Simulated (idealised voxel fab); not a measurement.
Herein follows the process module entitled voxel lift off.
It is cross-section cut that appears here, measuring 190 nm in width, its square cells being 5 nm in size.
We lay out every cross-section as a grid of square cells and spell it out in bands from the top down, where one band means one or more rows of cells. For a band, the entry starts with two heights in nm, that of the top and then that of the bottom, and carries on with the band's materials in order from left to right, each alongside its width in nm; the word "edge to edge" beside a single material means it fills the band edge to edge, and "blank" means empty space. Note: height 0 marks the level under which the wafer is uniformly one material as received. Lowest band unbounded below, written "top 0, no bottom". Width "30 to 40": first value at the band's top row of cells, second value at its bottom row, equal change from row to row. Any step labelled "nothing different" changed none of the cells in the cross-section. "Internal closed voids" means: voids of 8 cells or more that are shut off from the top with no open way through. Written width x height at distance, distance from the left edge, in nm. It should be noted that, on the line of a given step, the content following the step's settings is a remark produced by the simulator itself with respect to that step. overlay nm: right-of-plan distance of the mask on a masked step; negative values mean left-of-plan.
Intended process steps
| 1 | RECEIVE [material Si] |
| 2 | CONFORMAL_DEP [material SiN] [thk nm 15] |
| 3 | PATTERN [tone open] [mask id LINES] [material resist] [width nm 25] [pitch nm 55] [thk nm 20] [overlay nm 0] |
| 4 | DIRECTIONAL_DEP [material Ru] [thk nm 5] |
| 5 | STRIP [etch materials resist] |
| 6 | CONFORMAL_DEP [material SiCN] [thk nm 5] |
Run as planned: first of two wafers
As-received state of the wafer in cross-section, equivalent to post-step 1
    top 0, no bottom | Si edge to edge
    Internal closed voids: none
The following cross-section depicts the wafer upon completion of step 2
    top 15, bottom 0 | SiN edge to edge
    No changes below 0.
The following cross-section depicts the wafer upon completion of step 3
    top 35, bottom 15 | resist: 25, blank: 25, resist: 30, blank: 25, resist: 30, blank: 25, resist: 30
    No changes below 15.
The following cross-section depicts the wafer upon completion of step 4
    top 40, bottom 35 | Ru: 25, blank: 25, Ru: 30, blank: 25, Ru: 30, blank: 25, Ru: 30
    top 35, bottom 20 | resist: 25, blank: 25, resist: 30, blank: 25, resist: 30, blank: 25, resist: 30
    top 20, bottom 15 | resist: 25, Ru: 25, resist: 30, Ru: 25, resist: 30, Ru: 25, resist: 30
    No changes below 15.
The following cross-section depicts the wafer upon completion of step 5
    top 20, bottom 15 | blank: 25, Ru: 25, blank: 30, Ru: 25, blank: 30, Ru: 25, blank: 30
    No changes below 15.
The following cross-section depicts the wafer upon completion of step 6
    top 25, bottom 20 | blank: 20, SiCN: 35, blank: 20, SiCN: 35, blank: 20, SiCN: 35, blank: 25
    top 20, bottom 15 | SiCN: 25, Ru: 25, SiCN: 30, Ru: 25, SiCN: 30, Ru: 25, SiCN: 30
    No changes below 15.
Second wafer - shared start and plan with the first - one error in running - same as the first up to step 2 inclusive
The second wafer in cross-section, at the planned close of step 3
    top 35, bottom 15 | blank: 25, resist: 25, blank: 30, resist: 25, blank: 30, resist: 25, blank: 30
    No changes below 15.
The second wafer in cross-section, at the planned close of step 4
    top 40, bottom 35 | blank: 25, Ru: 25, blank: 30, Ru: 25, blank: 30, Ru: 25, blank: 30
    top 35, bottom 20 | blank: 25, resist: 25, blank: 30, resist: 25, blank: 30, resist: 25, blank: 30
    top 20, bottom 15 | Ru: 25, resist: 25, Ru: 30, resist: 25, Ru: 30, resist: 25, Ru: 30
    No changes below 15.
The second wafer in cross-section, at the planned close of step 5
    top 20, bottom 15 | Ru: 25, blank: 25, Ru: 30, blank: 25, Ru: 30, blank: 25, Ru: 30
    No changes below 15.
The second wafer in cross-section, at the planned close of step 6
    top 25, bottom 20 | SiCN: 30, blank: 15, SiCN: 40, blank: 15, SiCN: 40, blank: 15, SiCN: 35
    top 20, bottom 15 | Ru: 25, SiCN: 25, Ru: 30, SiCN: 25, Ru: 30, SiCN: 25, Ru: 30
    No changes below 15.
Processing error: contrary to plan, step 3 was performed as PATTERN [tone cover] [mask id LINES] [material resist] [width nm 25] [pitch nm 55] [thk nm 20] [overlay nm 0]
Final cells, second wafer relative to first, materials higher or lower: Ru: 8 more
